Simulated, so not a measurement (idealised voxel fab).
A process module follows: voxel tone inversion.
Cross-section cut spans 240 nm and uses square cells 5 nm in size.
Each cross-section below is a grid of square cells, stated as bands in top-down order, with one or more rows of cells making up each band. First you get the band's top height and its bottom height, in nm, and then the materials it's made of, left to right, with each width in nm. If you see a single material with "full width", that one covers the band edge to edge. "blank" is empty space. Height is counted from the level 0, under which the received wafer is composed throughout of one material. The lowest of the bands is not closed at the bottom but continues downward, in the notation "0 and below". Quick explanation for "30 to 40": the width changes in equal steps down the rows of cells, from the first number in the band's top row to the second number in its bottom row. For the purposes of this document, the phrase "identical to before" attached to a step denotes that no cell within the cross-section was modified by that step. Closed empty spaces (no open way to the top) of 8 cells or more are what "Entrapped voids" lists, each as width x height at distance from the left edge, nm for all three. Text after the settings on a step's line: the simulator's own remark on that step. If you see "overlay nm" on a step's line and that step has a mask, it's telling you how far right of where it was planned the mask ended up; a negative number means it went left instead.

[Process steps foreseen in the plan]
1) RECEIVE [material Si]
2) CONFORMAL_DEP [material SiN] [thk nm 5]
3) DIRECTIONAL_DEP [material aC] [thk nm 20]
4) PATTERN [tone cover] [mask id POSTS] [material resist] [width nm 15] [pitch nm 45] [thk nm 30] [overlay nm 0]
5) DIRECTIONAL_ETCH [etch materials aC] [depth nm 20]
6) STRIP [etch materials resist]
7) FILL_DEP [material SiO2] [thk nm 5]
8) CMP [height nm 25]
9) STRIP [etch materials aC]
10) CONFORMAL_DEP [material TiN] [thk nm 5]
11) FILL_DEP [material Ru] [thk nm 5]
12) CMP [height nm 25]
13) CONFORMAL_DEP [material SiN] [thk nm 5]

[What follows covers the first of two wafers; it ran as planned]

[Shown in cross-section is the wafer as received, that is, as it stands after step 1]
	0 and below: Si full width
	Entrapped voids: none

[The wafer, seen in cross-section, after step 2]
	5 down to 0: SiN full width
	below 0: unchanged

[The wafer, seen in cross-section, after step 3]
	25 down to 5: aC full width
	below 5: unchanged

[The wafer, seen in cross-section, after step 4]
	55 down to 25: blank 45  resist 15  blank 30  resist 15  blank 30  resist 15  blank 30  resist 15  blank 45
	below 25: unchanged

[The wafer, seen in cross-section, after step 5]
	35 down to 25: blank 45  resist 15  blank 30  resist 15  blank 30  resist 15  blank 30  resist 15  blank 45
	25 down to 5: blank 45  aC 15  blank 30  aC 15  blank 30  aC 15  blank 30  aC 15  blank 45
	below 5: unchanged

[The wafer, seen in cross-section, after step 6]
	25 down to 5: blank 45  aC 15  blank 30  aC 15  blank 30  aC 15  blank 30  aC 15  blank 45
	below 5: unchanged

[The wafer, seen in cross-section, after step 7]
	30 down to 25: SiO2 full width
	25 down to 5: SiO2 45  aC 15  SiO2 30  aC 15  SiO2 30  aC 15  SiO2 30  aC 15  SiO2 45
	below 5: unchanged

[The wafer, seen in cross-section, after step 8]
	25 down to 5: SiO2 45  aC 15  SiO2 30  aC 15  SiO2 30  aC 15  SiO2 30  aC 15  SiO2 45
	below 5: unchanged

[The wafer, seen in cross-section, after step 9]
	25 down to 5: SiO2 45  blank 15  SiO2 30  blank 15  SiO2 30  blank 15  SiO2 30  blank 15  SiO2 45
	below 5: unchanged

[The wafer, seen in cross-section, after step 10]
	30 down to 25: TiN 50  blank 5  TiN 40  blank 5  TiN 40  blank 5  TiN 40  blank 5  TiN 50
	25 down to 10: SiO2 45  TiN 5  blank 5  TiN 5  SiO2 30  TiN 5  blank 5  TiN 5  SiO2 30  TiN 5  blank 5  TiN 5  SiO2 30  TiN 5  blank 5  TiN 5  SiO2 45
	10 down to 5: SiO2 45  TiN 15  SiO2 30  TiN 15  SiO2 30  TiN 15  SiO2 30  TiN 15  SiO2 45
	below 5: unchanged

[The wafer, seen in cross-section, after step 11]
	35 down to 30: Ru full width
	30 down to 25: TiN 50  Ru 5  TiN 40  Ru 5  TiN 40  Ru 5  TiN 40  Ru 5  TiN 50
	25 down to 10: SiO2 45  TiN 5  Ru 5  TiN 5  SiO2 30  TiN 5  Ru 5  TiN 5  SiO2 30  TiN 5  Ru 5  TiN 5  SiO2 30  TiN 5  Ru 5  TiN 5  SiO2 45
	below 10: unchanged

[The wafer, seen in cross-section, after step 12]
	25 down to 10: SiO2 45  TiN 5  Ru 5  TiN 5  SiO2 30  TiN 5  Ru 5  TiN 5  SiO2 30  TiN 5  Ru 5  TiN 5  SiO2 30  TiN 5  Ru 5  TiN 5  SiO2 45
	below 10: unchanged

[The wafer, seen in cross-section, after step 13]
	30 down to 25: SiN full width
	below 25: unchanged

[Wafer two of the pair: same origin, same plan, one error during the run; identical to wafer one up to and including step 3]

[Second wafer, sectioned view, at step 4's planned end time]
	55 down to 25: blank 45  resist 20  blank 25  resist 20  blank 25  resist 20  blank 25  resist 20  blank 40
	below 25: unchanged

[Second wafer, sectioned view, at step 5's planned end time]
	35 down to 25: blank 45  resist 20  blank 25  resist 20  blank 25  resist 20  blank 25  resist 20  blank 40
	25 down to 5: blank 45  aC 20  blank 25  aC 20  blank 25  aC 20  blank 25  aC 20  blank 40
	below 5: unchanged

[Second wafer, sectioned view, at step 6's planned end time]
	25 down to 5: blank 45  aC 20  blank 25  aC 20  blank 25  aC 20  blank 25  aC 20  blank 40
	below 5: unchanged

[Second wafer, sectioned view, at step 7's planned end time]
	30 down to 25: SiO2 full width
	25 down to 5: SiO2 45  aC 20  SiO2 25  aC 20  SiO2 25  aC 20  SiO2 25  aC 20  SiO2 40
	below 5: unchanged

[Second wafer, sectioned view, at step 8's planned end time]
	25 down to 5: SiO2 45  aC 20  SiO2 25  aC 20  SiO2 25  aC 20  SiO2 25  aC 20  SiO2 40
	below 5: unchanged

[Second wafer, sectioned view, at step 9's planned end time]
	25 down to 5: SiO2 45  blank 20  SiO2 25  blank 20  SiO2 25  blank 20  SiO2 25  blank 20  SiO2 40
	below 5: unchanged

[Second wafer, sectioned view, at step 10's planned end time]
	30 down to 25: TiN 50  blank 10  TiN 35  blank 10  TiN 35  blank 10  TiN 35  blank 10  TiN 45
	25 down to 10: SiO2 45  TiN 5  blank 10  TiN 5  SiO2 25  TiN 5  blank 10  TiN 5  SiO2 25  TiN 5  blank 10  TiN 5  SiO2 25  TiN 5  blank 10  TiN 5  SiO2 40
	10 down to 5: SiO2 45  TiN 20  SiO2 25  TiN 20  SiO2 25  TiN 20  SiO2 25  TiN 20  SiO2 40
	below 5: unchanged

[Second wafer, sectioned view, at step 11's planned end time]
	35 down to 30: Ru full width
	30 down to 25: TiN 50  Ru 10  TiN 35  Ru 10  TiN 35  Ru 10  TiN 35  Ru 10  TiN 45
	25 down to 10: SiO2 45  TiN 5  Ru 10  TiN 5  SiO2 25  TiN 5  Ru 10  TiN 5  SiO2 25  TiN 5  Ru 10  TiN 5  SiO2 25  TiN 5  Ru 10  TiN 5  SiO2 40
	below 10: unchanged

[Second wafer, sectioned view, at step 12's planned end time]
	25 down to 10: SiO2 45  TiN 5  Ru 10  TiN 5  SiO2 25  TiN 5  Ru 10  TiN 5  SiO2 25  TiN 5  Ru 10  TiN 5  SiO2 25  TiN 5  Ru 10  TiN 5  SiO2 40
	below 10: unchanged

[Second wafer, sectioned view, at step 13's planned end time]
	30 down to 25: SiN full width
	below 25: unchanged
What broke from the plan during processing? off-plan run, step 4, actual operation and settings PATTERN [tone cover] [mask id POSTS] [material resist] [width nm 20] [pitch nm 45] [thk nm 30] [overlay nm 0]
Final difference in cells, second wafer against first, listed per material as more or fewer: +12 Ru | -16 SiO2 | +4 TiN
